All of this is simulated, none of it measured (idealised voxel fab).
process module | voxel transistor to metal
cross-section cut | 215 nm wide | cells 5 nm
A cross-section is a grid of square cells, given in bands from the top down. A band is one or more rows of cells.
Each band's line starts with the height of the band's top and of its bottom, in nm. Then come its materials from left to right, each with its width in nm. One material with "throughout" fills the band from edge to edge. "air" is empty space.
Height 0 is the level under which the wafer as received is all one material. The lowest band goes on downwards, as in "0 down".
A width such as "30 to 40" changes by the same amount from each row of cells to the next, from the band's top row to its bottom row.
"no change" after a step means that no cell of the cross-section changed.
closed voids: empty space of 8 cells or more with no open way to the top, each as width x height at its distance from the left edge, in nm
after a step's settings: what the simulator itself notes on the step
overlay nm, on a step with a mask: how far to the right of its planned place the mask lay; to the left if negative
plan
1 op RECEIVE | material Si
2 op OXIDIZE | depth nm 5
3 op CONFORMAL_DEP | material SiN | thk nm 15
4 op DIRECTIONAL_DEP | material aC | thk nm 15
5 op PATTERN | tone cover | mask id ACTIVE | material resist | width nm 105 | thk nm 35 | overlay nm 0
6 op DIRECTIONAL_ETCH | etch materials aC | depth nm 15
7 op STRIP | etch materials resist
8 op DIRECTIONAL_ETCH | etch materials SiN | depth nm 15
9 op DIRECTIONAL_ETCH | etch materials SiO2 | depth nm 5
10 op DIRECTIONAL_ETCH | etch materials Si | depth nm 30
11 op STRIP | etch materials aC
12 op FILL_DEP | material SiO2 | thk nm 10
13 op CMP | height nm 15
14 op SELECTIVE_ETCH | etch materials SiO2 | depth nm 10
15 op STRIP | etch materials SiN
16 op SELECTIVE_ETCH | etch materials SiO2 | depth nm 5
17 op OXIDIZE | depth nm 5
18 op DIRECTIONAL_DEP | material polySi | thk nm 30
19 op DIRECTIONAL_DEP | material SiCN | thk nm 15
20 op DIRECTIONAL_DEP | material aC | thk nm 10
21 op PATTERN | tone cover | mask id GATE | material resist | width nm 25 | thk nm 25 | overlay nm 0
22 op DIRECTIONAL_ETCH | etch materials aC | depth nm 10
23 op STRIP | etch materials resist
24 op DIRECTIONAL_ETCH | etch materials SiCN | depth nm 25
25 op DIRECTIONAL_ETCH | etch materials polySi | depth nm 40
26 op STRIP | etch materials aC
27 op CONFORMAL_DEP | material SiN | thk nm 10
28 op DIRECTIONAL_ETCH | etch materials SiN | depth nm 10
29 op DIRECTIONAL_ETCH | etch materials SiO2 | depth nm 5
30 op DIRECTIONAL_ETCH | etch materials Si | depth nm 10
31 op EPI | material nSi | thk nm 10
32 op FILL_DEP | material SiO2 | thk nm 10
33 op CMP | height nm 40
34 op DIRECTIONAL_DEP | material SiO2 | thk nm 15
35 op PATTERN | tone open | mask id CONTACT | material resist | width nm 20 | pitch nm 75 | thk nm 15 | overlay nm 0
36 op DIRECTIONAL_ETCH | etch materials SiO2 | depth nm 65
37 op STRIP | etch materials resist
38 op CONFORMAL_DEP | material TiN | thk nm 5
39 op FILL_DEP | material Ru | thk nm 5
40 op CMP | height nm 55
41 op DIRECTIONAL_DEP | material TiN | thk nm 5
42 op DIRECTIONAL_DEP | material W | thk nm 25
43 op DIRECTIONAL_DEP | material aC | thk nm 15
44 op PATTERN | tone cover | mask id METAL_1 | material resist | width nm 15 | pitch nm 75 | thk nm 30 | overlay nm 0
45 op DIRECTIONAL_ETCH | etch materials aC | depth nm 15
46 op STRIP | etch materials resist
47 op DIRECTIONAL_ETCH | etch materials W | depth nm 25
48 op DIRECTIONAL_ETCH | etch materials TiN | depth nm 5
49 op STRIP | etch materials aC
50 op CONFORMAL_DEP | material SiCN | thk nm 5
51 op FILL_DEP | material SiO2 | thk nm 5
52 op CMP | height nm 85
53 op CONFORMAL_DEP | material SiN | thk nm 5
varied across the wafers: width nm of step 44. The plan shows the first wafer's value. All wafers start alike
first wafer as received, after step 1
  0 down: Si throughout
  closed voids: none
each wafer at the end: cells of each material gained (+) or lost (-) since it was received, then its closed voids
width nm 15 | +40 Ru | -216 Si | +72 SiCN | +83 SiN | +641 SiO2 | +58 TiN | +30 W | +36 nSi | +30 polySi | closed voids: none
width nm 20 | +40 Ru | -216 Si | +70 SiCN | +83 SiN | +631 SiO2 | +60 TiN | +40 W | +36 nSi | +30 polySi | closed voids: none
width nm 25 | +40 Ru | -216 Si | +68 SiCN | +83 SiN | +621 SiO2 | +62 TiN | +50 W | +36 nSi | +30 polySi | closed voids: none
width nm 30 | +40 Ru | -216 Si | +66 SiCN | +83 SiN | +611 SiO2 | +64 TiN | +60 W | +36 nSi | +30 polySi | closed voids: none
width nm 35 | +40 Ru | -216 Si | +64 SiCN | +83 SiN | +601 SiO2 | +66 TiN | +70 W | +36 nSi | +30 polySi | closed voids: none
